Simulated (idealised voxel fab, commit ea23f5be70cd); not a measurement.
Module name: voxel transistor to metal (process module)
Xsec cut, 195 nm wide, square cell size 5 nm.
Cross-section = grid of square cells, listed top down in bands; band = one or more rows.
In this notation a band is specified by the heights of its top and bottom, in that order and in nm, after which its materials appear from left to right, each paired with its width in nm. The word "throughout" attached to a single material means that material fills the band from edge to edge; the word "empty" stands for empty space.
Where do heights start? At 0: under that level the wafer as delivered is made of one material only. And the lowest band has no floor; it just carries on downward, as in "from 0 down".
Width "30..40": first value at the band's top row of cells, second value at its bottom row, equal change from row to row.
Step note "no change" = no cross-section cell changed.
Empty spaces without an open route to the top, at least 8 cells in extent, make up the entry "Enclosed void entries"; each is given as width x height at distance, where the distance is measured from the left edge, and all are in nm.
The remark found on a step's line after its settings is issued by the simulator itself and pertains to that step.
Each step line may optionally specify "overlay nm", which for a step with a mask gives the rightward distance between the mask's planned place and where it lay, a negative value indicating the leftward direction.
Structure of the following material. The material consists of pairs of cross-sections. Each pair comprises the cross-section before one process step and the cross-section after that step, the latter shown only down to the lowest band that changed. The step between the cross-sections is specified beneath each pair, including its settings. Pairs are not necessarily consecutive: they may derive from different runs of this module performed on the same starting wafer. Continuity with the pair above is to be assumed only where the entry headed "Incoming structure" of the pair in question states it.

Incoming structure:
- from 30 to 20: 30 SiCN | 20 empty | 90 SiCN | 20 empty | 35 SiCN
- from 20 to 15: SiCN throughout
- from 15 to 5: 30 polySi | 20 SiCN | 90 polySi | 20 SiCN | 35 polySi
- from 5 to -5: polySi throughout
- from -5 to -10: 30 SiO2 | 20 polySi | 90 SiO2 | 20 polySi | 35 SiO2
- from -10 to -15: 30 SiO2 | 20 polySi | 5 SiO2 | 80 Si | 5 SiO2 | 20 polySi | 35 SiO2
- from -15 to -20: 55 SiO2 | 80 Si | 60 SiO2
- from -20 to -45: 50 SiO2 | 90 Si | 55 SiO2
- from -45 down: Si throughout
- Enclosed void entries: none

Cut View, Post-Step:
- from 50 to 30: 85 empty | 20 resist | 90 empty
- below 30: unchanged
- Enclosed void entries: none
For reference, the processing step occurring between the two cross-sections presented above is as follows: PATTERN,tone cover,mask id GATE,material resist,width nm 20,thk nm 20,overlay nm 0

Incoming structure: = after-state of the pair above.

Cut View, Post-Step:
- from 50 to 30: 85 empty | 20 resist | 90 empty
- from 30 to 15: 85 empty | 20 SiCN | 90 empty
- from 15 to 5: 30 polySi | 20 empty | 90 polySi | 20 empty | 35 polySi
- below 5: unchanged
- Enclosed void entries: none
For reference, the processing step occurring between the two cross-sections presented above is as follows: DIRECTIONAL_ETCH,etch materials SiCN,depth nm 25

Incoming structure: = after-state of the pair above.

Cut View, Post-Step:
- from 50 to 30: 85 empty | 20 resist | 90 empty
- from 30 to 15: 85 empty | 20 SiCN | 90 empty
- from 15 to -5: 85 empty | 20 polySi | 90 empty
- from -5 to -10: 30 SiO2 | 20 empty | 90 SiO2 | 20 empty | 35 SiO2
- from -10 to -15: 30 SiO2 | 20 empty | 5 SiO2 | 80 Si | 5 SiO2 | 20 empty | 35 SiO2
- below -15: unchanged
- Enclosed void entries: none
For reference, the processing step occurring between the two cross-sections presented above is as follows: DIRECTIONAL_ETCH,etch materials polySi,depth nm 30

Incoming structure: = after-state of the pair above.

Cut View, Post-Step:
- from 30 to 15: 85 empty | 20 SiCN | 90 empty
- below 15: unchanged
- Enclosed void entries: none
For reference, the processing step occurring between the two cross-sections presented above is as follows: STRIP,etch materials resist

Incoming structure: = after-state of the pair above.

Cut View, Post-Step:
- from 35 to 30: 80 empty | 30 SiO2 | 85 empty
- from 30 to 15: 80 empty | 5 SiO2 | 20 SiCN | 5 SiO2 | 85 empty
- from 15 to 0: 80 empty | 5 SiO2 | 20 polySi | 5 SiO2 | 85 empty
- from 0 to -5: 35 SiO2 | 10 empty | 40 SiO2 | 20 polySi | 40 SiO2 | 10 empty | 40 SiO2
- from -5 to -10: 35 SiO2 | 10 empty | 100 SiO2 | 10 empty | 40 SiO2
- from -10 to -20: 55 SiO2 | 80 Si | 60 SiO2
- below -20: unchanged
- Enclosed void entries: none
For reference, the processing step occurring between the two cross-sections presented above is as follows: CONFORMAL_DEP,material SiO2,thk nm 5

Incoming structure: = after-state of the pair above.

Cut View, Post-Step:
- from 30 to 15: 80 empty | 5 SiO2 | 20 SiCN | 5 SiO2 | 85 empty
- from 15 to -5: 80 empty | 5 SiO2 | 20 polySi | 5 SiO2 | 85 empty
- from -5 to -10: 35 SiO2 | 10 empty | 100 SiO2 | 10 empty | 40 SiO2
- from -10 to -15: 35 SiO2 | 10 empty | 10 SiO2 | 80 Si | 10 SiO2 | 10 empty | 40 SiO2
- below -15: unchanged
- Enclosed void entries: none
For reference, the processing step occurring between the two cross-sections presented above is as follows: DIRECTIONAL_ETCH,etch materials SiO2,depth nm 5

Incoming structure: = after-state of the pair above.

Cut View, Post-Step:
- from 40 to 30: 70 empty | 50 SiN | 75 empty
- from 30 to 15: 70 empty | 10 SiN | 5 SiO2 | 20 SiCN | 5 SiO2 | 10 SiN | 75 empty
- from 15 to 5: 70 empty | 10 SiN | 5 SiO2 | 20 polySi | 5 SiO2 | 10 SiN | 75 empty
- from 5 to -5: 80 SiN | 5 SiO2 | 20 polySi | 5 SiO2 | 85 SiN
- from -5 to -10: 35 SiO2 | 10 SiN | 100 SiO2 | 10 SiN | 40 SiO2
- from -10 to -15: 35 SiO2 | 10 SiN | 10 SiO2 | 80 Si | 10 SiO2 | 10 SiN | 40 SiO2
- below -15: unchanged
- Enclosed void entries: none
For reference, the processing step occurring between the two cross-sections presented above is as follows: CONFORMAL_DEP,material SiN,thk nm 10

Incoming structure: = after-state of the pair above.

Cut View, Post-Step:
- from 30 to 15: 70 empty | 10 SiN | 5 SiO2 | 20 SiCN | 5 SiO2 | 10 SiN | 75 empty
- from 15 to -5: 70 empty | 10 SiN | 5 SiO2 | 20 polySi | 5 SiO2 | 10 SiN | 75 empty
- below -5: unchanged
- Enclosed void entries: none
For reference, the processing step occurring between the two cross-sections presented above is as follows: DIRECTIONAL_ETCH,etch materials SiN,depth nm 10

Incoming structure: = after-state of the pair above.

Cut View, Post-Step:
- from 30 to 25: 70 empty | 10 SiN | 5 empty | 20 SiCN | 5 empty | 10 SiN | 75 empty
- from 25 to 15: 70 empty | 10 SiN | 5 SiO2 | 20 SiCN | 5 SiO2 | 10 SiN | 75 empty
- from 15 to -5: 70 empty | 10 SiN | 5 SiO2 | 20 polySi | 5 SiO2 | 10 SiN | 75 empty
- from -5 to -10: 35 empty | 10 SiN | 25 empty | 50 SiO2 | 25 empty | 10 SiN | 40 empty
- below -10: unchanged
- Enclosed void entries: none
For reference, the processing step occurring between the two cross-sections presented above is as follows: DIRECTIONAL_ETCH,etch materials SiO2,depth nm 5

Incoming structure: = after-state of the pair above.

Cut View, Post-Step:
- from 30 to 25: 70 empty | 10 SiN | 5 empty | 20 SiCN | 5 empty | 10 SiN | 75 empty
- from 25 to 15: 70 empty | 10 SiN | 5 SiO2 | 20 SiCN | 5 SiO2 | 10 SiN | 75 empty
- from 15 to -5: 70 empty | 10 SiN | 5 SiO2 | 20 polySi | 5 SiO2 | 10 SiN | 75 empty
- from -5 to -10: 35 empty | 10 SiN | 5 empty | 20 nSi | 50 SiO2 | 20 nSi | 5 empty | 10 SiN | 40 empty
- below -10: unchanged
- Enclosed void entries: none
For reference, the processing step occurring between the two cross-sections presented above is as follows: EPI,material nSi,thk nm 5

Incoming structure: = after-state of the pair above.

Cut View, Post-Step:
- from 35 to 30: SiO2 throughout
- from 30 to 15: 70 SiO2 | 10 SiN | 5 SiO2 | 20 SiCN | 5 SiO2 | 10 SiN | 75 SiO2
- from 15 to -5: 70 SiO2 | 10 SiN | 5 SiO2 | 20 polySi | 5 SiO2 | 10 SiN | 75 SiO2
- from -5 to -10: 35 SiO2 | 10 SiN | 5 SiO2 | 20 nSi | 50 SiO2 | 20 nSi | 5 SiO2 | 10 SiN | 40 SiO2
- below -10: unchanged
- Enclosed void entries: none
For reference, the processing step occurring between the two cross-sections presented above is as follows: FILL_DEP,material SiO2,thk nm 5

Incoming structure: = after-state of the pair above.

Cut View, Post-Step:
- from 30 to 15: 70 SiO2 | 10 SiN | 5 SiO2 | 20 SiCN | 5 SiO2 | 10 SiN | 75 SiO2
- below 15: unchanged
- Enclosed void entries: none
For reference, the processing step occurring between the two cross-sections presented above is as follows: CMP,height nm 30

Incoming structure: = after-state of the pair above.

Cut View, Post-Step:
- from 45 to 30: SiO2 throughout
- below 30: unchanged
- Enclosed void entries: none
For reference, the processing step occurring between the two cross-sections presented above is as follows: DIRECTIONAL_DEP,material SiO2,thk nm 15

Incoming structure: = after-state of the pair above.

Cut View, Post-Step:
- from 45 to 30: 55 SiO2 | 25 empty | 30 SiO2 | 25 empty | 60 SiO2
- from 30 to 15: 55 SiO2 | 15 empty | 10 SiN | 5 SiO2 | 20 SiCN | 5 SiO2 | 10 SiN | 15 empty | 60 SiO2
- from 15 to -5: 55 SiO2 | 15 empty | 10 SiN | 5 SiO2 | 20 polySi | 5 SiO2 | 10 SiN | 15 empty | 60 SiO2
- below -5: unchanged
- Enclosed void entries: none
For reference, the processing step occurring between the two cross-sections presented above is as follows: MASKED_ETCH,tone open,mask id CONTACT,width nm 25,pitch nm 55,etch materials SiO2,depth nm 50,overlay nm 0

Incoming structure: = after-state of the pair above.

Cut View, Post-Step:
- from 50 to 45: 60 TiN | 15 empty | 40 TiN | 15 empty | 65 TiN
- from 45 to 35: 55 SiO2 | 5 TiN | 15 empty | 5 TiN | 30 SiO2 | 5 TiN | 15 empty | 5 TiN | 60 SiO2
- from 35 to 30: 55 SiO2 | 5 TiN | 5 empty | 15 TiN | 30 SiO2 | 15 TiN | 5 empty | 5 TiN | 60 SiO2
- from 30 to 15: 55 SiO2 | 5 TiN | 5 empty | 5 TiN | 10 SiN | 5 SiO2 | 20 SiCN | 5 SiO2 | 10 SiN | 5 TiN | 5 empty | 5 TiN | 60 SiO2
- from 15 to 0: 55 SiO2 | 5 TiN | 5 empty | 5 TiN | 10 SiN | 5 SiO2 | 20 polySi | 5 SiO2 | 10 SiN | 5 TiN | 5 empty | 5 TiN | 60 SiO2
- from 0 to -5: 55 SiO2 | 15 TiN | 10 SiN | 5 SiO2 | 20 polySi | 5 SiO2 | 10 SiN | 15 TiN | 60 SiO2
- below -5: unchanged
- Enclosed void entries: none
For reference, the processing step occurring between the two cross-sections presented above is as follows: CONFORMAL_DEP,material TiN,thk nm 5

Incoming structure: = after-state of the pair above.

Cut View, Post-Step:
- from 55 to 50: W throughout
- from 50 to 45: 60 TiN | 15 W | 40 TiN | 15 W | 65 TiN
- from 45 to 35: 55 SiO2 | 5 TiN | 15 W | 5 TiN | 30 SiO2 | 5 TiN | 15 W | 5 TiN | 60 SiO2
- from 35 to 30: 55 SiO2 | 5 TiN | 5 W | 15 TiN | 30 SiO2 | 15 TiN | 5 W | 5 TiN | 60 SiO2
- from 30 to 15: 55 SiO2 | 5 TiN | 5 W | 5 TiN | 10 SiN | 5 SiO2 | 20 SiCN | 5 SiO2 | 10 SiN | 5 TiN | 5 W | 5 TiN | 60 SiO2
- from 15 to 0: 55 SiO2 | 5 TiN | 5 W | 5 TiN | 10 SiN | 5 SiO2 | 20 polySi | 5 SiO2 | 10 SiN | 5 TiN | 5 W | 5 TiN | 60 SiO2
- below 0: unchanged
- Enclosed void entries: none
For reference, the processing step occurring between the two cross-sections presented above is as follows: FILL_DEP,material W,thk nm 5

Incoming structure: = after-state of the pair above.

Cut View, Post-Step:
- from 45 to 35: 55 SiO2 | 5 TiN | 15 W | 5 TiN | 30 SiO2 | 5 TiN | 15 W | 5 TiN | 60 SiO2
- below 35: unchanged
- Enclosed void entries: none
For reference, the processing step occurring between the two cross-sections presented above is as follows: CMP,height nm 45

Incoming structure: = after-state of the pair above.

Cut View, Post-Step:
- from 50 to 45: TiN throughout
- below 45: unchanged
- Enclosed void entries: none
For reference, the processing step occurring between the two cross-sections presented above is as follows: DIRECTIONAL_DEP,material TiN,thk nm 5

Incoming structure: = after-state of the pair above.

Cut View, Post-Step:
- from 65 to 50: Ru throughout
- below 50: unchanged
- Enclosed void entries: none
For reference, the processing step occurring between the two cross-sections presented above is as follows: DIRECTIONAL_DEP,material Ru,thk nm 15

Incoming structure: = after-state of the pair above.

Cut View, Post-Step:
- from 75 to 65: aC throughout
- below 65: unchanged
- Enclosed void entries: none
For reference, the processing step occurring between the two cross-sections presented above is as follows: DIRECTIONAL_DEP,material aC,thk nm 10

Incoming structure: = after-state of the pair above.

Cut View, Post-Step:
- from 105 to 75: 55 empty | 15 resist | 50 empty | 15 resist | 60 empty
- below 75: unchanged
- Enclosed void entries: none
For reference, the processing step occurring between the two cross-sections presented above is as follows: PATTERN,tone cover,mask id METAL_1,material resist,width nm 15,pitch nm 65,thk nm 30,overlay nm 0

Incoming structure: = after-state of the pair above.

Cut View, Post-Step:
- from 95 to 75: 55 empty | 15 resist | 50 empty | 15 resist | 60 empty
- from 75 to 65: 55 empty | 15 aC | 50 empty | 15 aC | 60 empty
- below 65: unchanged
- Enclosed void entries: none
For reference, the processing step occurring between the two cross-sections presented above is as follows: DIRECTIONAL_ETCH,etch materials aC,depth nm 10

Incoming structure: = after-state of the pair above.

Cut View, Post-Step:
- from 75 to 65: 55 empty | 15 aC | 50 empty | 15 aC | 60 empty
- below 65: unchanged
- Enclosed void entries: none
For reference, the processing step occurring between the two cross-sections presented above is as follows: STRIP,etch materials resist

Incoming structure: = after-state of the pair above.

Cut View, Post-Step:
- from 75 to 65: 55 empty | 15 aC | 50 empty | 15 aC | 60 empty
- from 65 to 50: 55 empty | 15 Ru | 50 empty | 15 Ru | 60 empty
- below 50: unchanged
- Enclosed void entries: none
For reference, the processing step occurring between the two cross-sections presented above is as follows: DIRECTIONAL_ETCH,etch materials Ru,depth nm 15

Incoming structure: = after-state of the pair above.

Cut View, Post-Step:
- from 75 to 65: 55 empty | 15 aC | 50 empty | 15 aC | 60 empty
- from 65 to 50: 55 empty | 15 Ru | 50 empty | 15 Ru | 60 empty
- from 50 to 45: 55 empty | 15 TiN | 50 empty | 15 TiN | 60 empty
- below 45: unchanged
- Enclosed void entries: none
For reference, the processing step occurring between the two cross-sections presented above is as follows: DIRECTIONAL_ETCH,etch materials TiN,depth nm 5

Incoming structure: = after-state of the pair above.

Cut View, Post-Step:
- from 65 to 50: 55 empty | 15 Ru | 50 empty | 15 Ru | 60 empty
- below 50: unchanged
- Enclosed void entries: none
For reference, the processing step occurring between the two cross-sections presented above is as follows: STRIP,etch materials aC

Incoming structure: = after-state of the pair above.

Cut View, Post-Step:
- from 70 to 65: 50 empty | 25 SiCN | 40 empty | 25 SiCN | 55 empty
- from 65 to 50: 50 empty | 5 SiCN | 15 Ru | 5 SiCN | 40 empty | 5 SiCN | 15 Ru | 5 SiCN | 55 empty
- from 50 to 45: 55 SiCN | 15 TiN | 50 SiCN | 15 TiN | 60 SiCN
- below 45: unchanged
- Enclosed void entries: none
For reference, the processing step occurring between the two cross-sections presented above is as follows: CONFORMAL_DEP,material SiCN,thk nm 5

Incoming structure: = after-state of the pair above.

Cut View, Post-Step:
- from 75 to 70: lowk throughout
- from 70 to 65: 50 lowk | 25 SiCN | 40 lowk | 25 SiCN | 55 lowk
- from 65 to 50: 50 lowk | 5 SiCN | 15 Ru | 5 SiCN | 40 lowk | 5 SiCN | 15 Ru | 5 SiCN | 55 lowk
- below 50: unchanged
- Enclosed void entries: none
For reference, the processing step occurring between the two cross-sections presented above is as follows: FILL_DEP,material lowk,thk nm 5

Incoming structure: = after-state of the pair above.

Cut View, Post-Step:
- from 65 to 50: 50 lowk | 5 SiCN | 15 Ru | 5 SiCN | 40 lowk | 5 SiCN | 15 Ru | 5 SiCN | 55 lowk
- below 50: unchanged
- Enclosed void entries: none
For reference, the processing step occurring between the two cross-sections presented above is as follows: CMP,height nm 65

Incoming structure: = after-state of the pair above.

Cut View, Post-Step:
- from 70 to 65: SiN throughout
- below 65: unchanged
- Enclosed void entries: none
For reference, the processing step occurring between the two cross-sections presented above is as follows: CONFORMAL_DEP,material SiN,thk nm 5

Incoming structure:
- from 15 to 0: SiN throughout
- from 0 to -5: SiO2 throughout
- from -5 down: Si throughout
- Enclosed void entries: none

Cut View, Post-Step:
- from 15 to 0: 40 empty | 110 SiN | 45 empty
- below 0: unchanged
- Enclosed void entries: none
For reference, the processing step occurring between the two cross-sections presented above is as follows: MASKED_ETCH,tone cover,mask id ACTIVE,width nm 110,etch materials SiN,depth nm 15,overlay nm 0

Incoming structure: = after-state of the pair above.

Cut View, Post-Step:
- from 15 to 0: 40 empty | 110 SiN | 45 empty
- from 0 to -5: 40 empty | 110 SiO2 | 45 empty
- below -5: unchanged
- Enclosed void entries: none
For reference, the processing step occurring between the two cross-sections presented above is as follows: MASKED_ETCH,tone cover,mask id ACTIVE,width nm 100,etch materials SiO2,depth nm 5,overlay nm 0

Incoming structure: = after-state of the pair above.

Cut View, Post-Step:
- from 15 to 0: 40 empty | 110 SiN | 45 empty
- from 0 to -5: 40 empty | 110 SiO2 | 45 empty
- from -5 to -40: 40 empty | 110 Si | 45 empty
- below -40: unchanged
- Enclosed void entries: none
For reference, the processing step occurring between the two cross-sections presented above is as follows: MASKED_ETCH,tone cover,mask id ACTIVE,width nm 100,etch materials Si,depth nm 35,overlay nm 0

Incoming structure: = after-state of the pair above.

Cut View, Post-Step:
- from 15 to 0: 40 empty | 110 SiN | 45 empty
- from 0 to -5: 40 empty | 110 SiO2 | 45 empty
- from -5 to -40: 40 empty | 5 SiO2 | 100 Si | 5 SiO2 | 45 empty
- from -40 to -45: 45 SiO2 | 100 Si | 50 SiO2
- below -45: unchanged
- Enclosed void entries: none
For reference, the processing step occurring between the two cross-sections presented above is as follows: OXIDIZE,depth nm 5

Incoming structure: = after-state of the pair above.

Cut View, Post-Step:
- from 25 to 15: SiO2 throughout
- from 15 to 0: 40 SiO2 | 110 SiN | 45 SiO2
- from 0 to -5: SiO2 throughout
- from -5 to -45: 45 SiO2 | 100 Si | 50 SiO2
- below -45: unchanged
- Enclosed void entries: none
For reference, the processing step occurring between the two cross-sections presented above is as follows: FILL_DEP,material SiO2,thk nm 10

Incoming structure: = after-state of the pair above.

Cut View, Post-Step:
- from 15 to 0: 40 SiO2 | 110 SiN | 45 SiO2
- below 0: unchanged
- Enclosed void entries: none
For reference, the processing step occurring between the two cross-sections presented above is as follows: CMP,height nm 15

Incoming structure: = after-state of the pair above.

Cut View, Post-Step:
- from 15 to 10: 40 empty | 110 SiN | 45 empty
- below 10: unchanged
- Enclosed void entries: none
For reference, the processing step occurring between the two cross-sections presented above is as follows: SELECTIVE_ETCH,etch materials SiO2,depth nm 5

Incoming structure: = after-state of the pair above.

Cut View, Post-Step:
- from 10 to 0: 40 SiO2 | 110 empty | 45 SiO2
- below 0: unchanged
- Enclosed void entries: none
For reference, the processing step occurring between the two cross-sections presented above is as follows: STRIP,etch materials SiN

Incoming structure: = after-state of the pair above.

Cut View, Post-Step:
- from 5 to -5: 35 SiO2 | 120 empty | 40 SiO2
- below -5: unchanged
- Enclosed void entries: none
For reference, the processing step occurring between the two cross-sections presented above is as follows: SELECTIVE_ETCH,etch materials SiO2,depth nm 5

Incoming structure: = after-state of the pair above.

Cut View, Post-Step:
- from 5 to -5: 35 SiO2 | 120 empty | 40 SiO2
- from -5 to -10: SiO2 throughout
- below -10: unchanged
- Enclosed void entries: none
For reference, the processing step occurring between the two cross-sections presented above is as follows: OXIDIZE,depth nm 5

Incoming structure: = after-state of the pair above.

Cut View, Post-Step:
- from 25 to 15: 35 polySi | 120 empty | 40 polySi
- from 15 to 5: polySi throughout
- from 5 to -5: 35 SiO2 | 120 polySi | 40 SiO2
- below -5: unchanged
- Enclosed void entries: none
For reference, the processing step occurring between the two cross-sections presented above is as follows: DIRECTIONAL_DEP,material polySi,thk nm 20

Incoming structure: = after-state of the pair above.

Cut View, Post-Step:
- from 40 to 30: 35 SiCN | 120 empty | 40 SiCN
- from 30 to 25: SiCN throughout
- from 25 to 15: 35 polySi | 120 SiCN | 40 polySi
- below 15: unchanged
- Enclosed void entries: none
For reference, the processing step occurring between the two cross-sections presented above is as follows: DIRECTIONAL_DEP,material SiCN,thk nm 15

Incoming structure: = after-state of the pair above.

Cut View, Post-Step:
- from 60 to 40: 85 empty | 20 resist | 90 empty
- from 40 to 30: 35 SiCN | 50 empty | 20 resist | 50 empty | 40 SiCN
- below 30: unchanged
- Enclosed void entries: none
For reference, the processing step occurring between the two cross-sections presented above is as follows: PATTERN,tone cover,mask id GATE,material resist,width nm 20,thk nm 20,overlay nm 0

Incoming structure: = after-state of the pair above.

Cut View, Post-Step:
- from 60 to 30: 85 empty | 20 resist | 90 empty
- from 30 to 25: 85 empty | 20 SiCN | 90 empty
- from 25 to 15: 35 polySi | 50 empty | 20 SiCN | 50 empty | 40 polySi
- below 15: unchanged
- Enclosed void entries: none
For reference, the processing step occurring between the two cross-sections presented above is as follows: DIRECTIONAL_ETCH,etch materials SiCN,depth nm 25

Incoming structure: = after-state of the pair above.

Cut View, Post-Step:
- from 60 to 30: 85 empty | 20 resist | 90 empty
- from 30 to 15: 85 empty | 20 SiCN | 90 empty
- from 15 to 5: 85 empty | 20 polySi | 90 empty
- from 5 to -5: 35 SiO2 | 50 empty | 20 polySi | 50 empty | 40 SiO2
- below -5: unchanged
- Enclosed void entries: none
For reference, the processing step occurring between the two cross-sections presented above is as follows: DIRECTIONAL_ETCH,etch materials polySi,depth nm 30

Incoming structure: = after-state of the pair above.

Cut View, Post-Step:
- from 30 to 15: 85 empty | 20 SiCN | 90 empty
- below 15: unchanged
- Enclosed void entries: none
For reference, the processing step occurring between the two cross-sections presented above is as follows: STRIP,etch materials resist

Incoming structure: = after-state of the pair above.

Cut View, Post-Step:
- from 35 to 30: 80 empty | 30 SiO2 | 85 empty
- from 30 to 15: 80 empty | 5 SiO2 | 20 SiCN | 5 SiO2 | 85 empty
- from 15 to 10: 80 empty | 5 SiO2 | 20 polySi | 5 SiO2 | 85 empty
- from 10 to 0: 40 SiO2 | 40 empty | 5 SiO2 | 20 polySi | 5 SiO2 | 40 empty | 45 SiO2
- from 0 to -5: 85 SiO2 | 20 polySi | 90 SiO2
- below -5: unchanged
- Enclosed void entries: none
For reference, the processing step occurring between the two cross-sections presented above is as follows: CONFORMAL_DEP,material SiO2,thk nm 5

Incoming structure: = after-state of the pair above.

Cut View, Post-Step:
- from 30 to 15: 80 empty | 5 SiO2 | 20 SiCN | 5 SiO2 | 85 empty
- from 15 to 5: 80 empty | 5 SiO2 | 20 polySi | 5 SiO2 | 85 empty
- from 5 to -5: 40 SiO2 | 40 empty | 5 SiO2 | 20 polySi | 5 SiO2 | 40 empty | 45 SiO2
- below -5: unchanged
- Enclosed void entries: none
For reference, the processing step occurring between the two cross-sections presented above is as follows: DIRECTIONAL_ETCH,etch materials SiO2,depth nm 5

Incoming structure: = after-state of the pair above.

Cut View, Post-Step:
- from 40 to 30: 70 empty | 50 SiN | 75 empty
- from 30 to 15: 70 empty | 10 SiN | 5 SiO2 | 20 SiCN | 5 SiO2 | 10 SiN | 75 empty
- from 15 to 5: 50 SiN | 20 empty | 10 SiN | 5 SiO2 | 20 polySi | 5 SiO2 | 10 SiN | 20 empty | 55 SiN
- from 5 to -5: 40 SiO2 | 40 SiN | 5 SiO2 | 20 polySi | 5 SiO2 | 40 SiN | 45 SiO2
- below -5: unchanged
- Enclosed void entries: none
For reference, the processing step occurring between the two cross-sections presented above is as follows: CONFORMAL_DEP,material SiN,thk nm 10

Incoming structure: = after-state of the pair above.

Cut View, Post-Step:
- from 30 to 15: 70 empty | 10 SiN | 5 SiO2 | 20 SiCN | 5 SiO2 | 10 SiN | 75 empty
- from 15 to 5: 70 empty | 10 SiN | 5 SiO2 | 20 polySi | 5 SiO2 | 10 SiN | 75 empty
- from 5 to -5: 40 SiO2 | 10 SiN | 20 empty | 10 SiN | 5 SiO2 | 20 polySi | 5 SiO2 | 10 SiN | 20 empty | 10 SiN | 45 SiO2
- below -5: unchanged
- Enclosed void entries: none
For reference, the processing step occurring between the two cross-sections presented above is as follows: DIRECTIONAL_ETCH,etch materials SiN,depth nm 10

Incoming structure: = after-state of the pair above.

Cut View, Post-Step:
- from 30 to 25: 70 empty | 10 SiN | 5 empty | 20 SiCN | 5 empty | 10 SiN | 75 empty
- from 25 to 15: 70 empty | 10 SiN | 5 SiO2 | 20 SiCN | 5 SiO2 | 10 SiN | 75 empty
- from 15 to 5: 70 empty | 10 SiN | 5 SiO2 | 20 polySi | 5 SiO2 | 10 SiN | 75 empty
- from 5 to 0: 40 empty | 10 SiN | 20 empty | 10 SiN | 5 SiO2 | 20 polySi | 5 SiO2 | 10 SiN | 20 empty | 10 SiN | 45 empty
- from 0 to -5: 40 SiO2 | 10 SiN | 20 empty | 10 SiN | 5 SiO2 | 20 polySi | 5 SiO2 | 10 SiN | 20 empty | 10 SiN | 45 SiO2
- from -5 to -10: 50 SiO2 | 20 empty | 50 SiO2 | 20 empty | 55 SiO2
- below -10: unchanged
- Enclosed void entries: none
For reference, the processing step occurring between the two cross-sections presented above is as follows: DIRECTIONAL_ETCH,etch materials SiO2,depth nm 5

Incoming structure: = after-state of the pair above.

Cut View, Post-Step:
- from 30 to 25: 70 empty | 10 SiN | 5 empty | 20 SiCN | 5 empty | 10 SiN | 75 empty
- from 25 to 15: 70 empty | 10 SiN | 5 SiO2 | 20 SiCN | 5 SiO2 | 10 SiN | 75 empty
- from 15 to 5: 70 empty | 10 SiN | 5 SiO2 | 20 polySi | 5 SiO2 | 10 SiN | 75 empty
- from 5 to 0: 40 empty | 10 SiN | 20 empty | 10 SiN | 5 SiO2 | 20 polySi | 5 SiO2 | 10 SiN | 20 empty | 10 SiN | 45 empty
- from 0 to -5: 40 SiO2 | 10 SiN | 20 empty | 10 SiN | 5 SiO2 | 20 polySi | 5 SiO2 | 10 SiN | 20 empty | 10 SiN | 45 SiO2
- from -5 to -10: 50 SiO2 | 20 nSi | 50 SiO2 | 20 nSi | 55 SiO2
- below -10: unchanged
- Enclosed void entries: none
For reference, the processing step occurring between the two cross-sections presented above is as follows: EPI,material nSi,thk nm 5

Incoming structure: = after-state of the pair above.

Cut View, Post-Step:
- from 35 to 30: SiO2 throughout
- from 30 to 15: 70 SiO2 | 10 SiN | 5 SiO2 | 20 SiCN | 5 SiO2 | 10 SiN | 75 SiO2
- from 15 to 5: 70 SiO2 | 10 SiN | 5 SiO2 | 20 polySi | 5 SiO2 | 10 SiN | 75 SiO2
- from 5 to -5: 40 SiO2 | 10 SiN | 20 SiO2 | 10 SiN | 5 SiO2 | 20 polySi | 5 SiO2 | 10 SiN | 20 SiO2 | 10 SiN | 45 SiO2
- below -5: unchanged
- Enclosed void entries: none
For reference, the processing step occurring between the two cross-sections presented above is as follows: FILL_DEP,material SiO2,thk nm 5

Incoming structure: = after-state of the pair above.

Cut View, Post-Step:
- from 30 to 15: 70 SiO2 | 10 SiN | 5 SiO2 | 20 SiCN | 5 SiO2 | 10 SiN | 75 SiO2
- below 15: unchanged
- Enclosed void entries: none
For reference, the processing step occurring between the two cross-sections presented above is as follows: CMP,height nm 30

Incoming structure: = after-state of the pair above.

Cut View, Post-Step:
- from 45 to 30: SiO2 throughout
- below 30: unchanged
- Enclosed void entries: none
For reference, the processing step occurring between the two cross-sections presented above is as follows: DIRECTIONAL_DEP,material SiO2,thk nm 15

Incoming structure: = after-state of the pair above.

Cut View, Post-Step:
- from 45 to 30: 55 SiO2 | 25 empty | 30 SiO2 | 25 empty | 60 SiO2
- from 30 to 15: 55 SiO2 | 15 empty | 10 SiN | 5 SiO2 | 20 SiCN | 5 SiO2 | 10 SiN | 15 empty | 60 SiO2
- from 15 to 5: 55 SiO2 | 15 empty | 10 SiN | 5 SiO2 | 20 polySi | 5 SiO2 | 10 SiN | 15 empty | 60 SiO2
- from 5 to -5: 40 SiO2 | 10 SiN | 5 SiO2 | 15 empty | 10 SiN | 5 SiO2 | 20 polySi | 5 SiO2 | 10 SiN | 15 empty | 5 SiO2 | 10 SiN | 45 SiO2
- below -5: unchanged
- Enclosed void entries: none
For reference, the processing step occurring between the two cross-sections presented above is as follows: MASKED_ETCH,tone open,mask id CONTACT,width nm 25,pitch nm 55,etch materials SiO2,depth nm 50,overlay nm 0

Incoming structure: = after-state of the pair above.

Cut View, Post-Step:
- from 50 to 45: 60 TiN | 15 empty | 40 TiN | 15 empty | 65 TiN
- from 45 to 35: 55 SiO2 | 5 TiN | 15 empty | 5 TiN | 30 SiO2 | 5 TiN | 15 empty | 5 TiN | 60 SiO2
- from 35 to 30: 55 SiO2 | 5 TiN | 5 empty | 15 TiN | 30 SiO2 | 15 TiN | 5 empty | 5 TiN | 60 SiO2
- from 30 to 15: 55 SiO2 | 5 TiN | 5 empty | 5 TiN | 10 SiN | 5 SiO2 | 20 SiCN | 5 SiO2 | 10 SiN | 5 TiN | 5 empty | 5 TiN | 60 SiO2
- from 15 to 5: 55 SiO2 | 5 TiN | 5 empty | 5 TiN | 10 SiN | 5 SiO2 | 20 polySi | 5 SiO2 | 10 SiN | 5 TiN | 5 empty | 5 TiN | 60 SiO2
- from 5 to 0: 40 SiO2 | 10 SiN | 5 SiO2 | 5 TiN | 5 empty | 5 TiN | 10 SiN | 5 SiO2 | 20 polySi | 5 SiO2 | 10 SiN | 5 TiN | 5 empty | 5 TiN | 5 SiO2 | 10 SiN | 45 SiO2
- from 0 to -5: 40 SiO2 | 10 SiN | 5 SiO2 | 15 TiN | 10 SiN | 5 SiO2 | 20 polySi | 5 SiO2 | 10 SiN | 15 TiN | 5 SiO2 | 10 SiN | 45 SiO2
- below -5: unchanged
- Enclosed void entries: none
For reference, the processing step occurring between the two cross-sections presented above is as follows: CONFORMAL_DEP,material TiN,thk nm 5
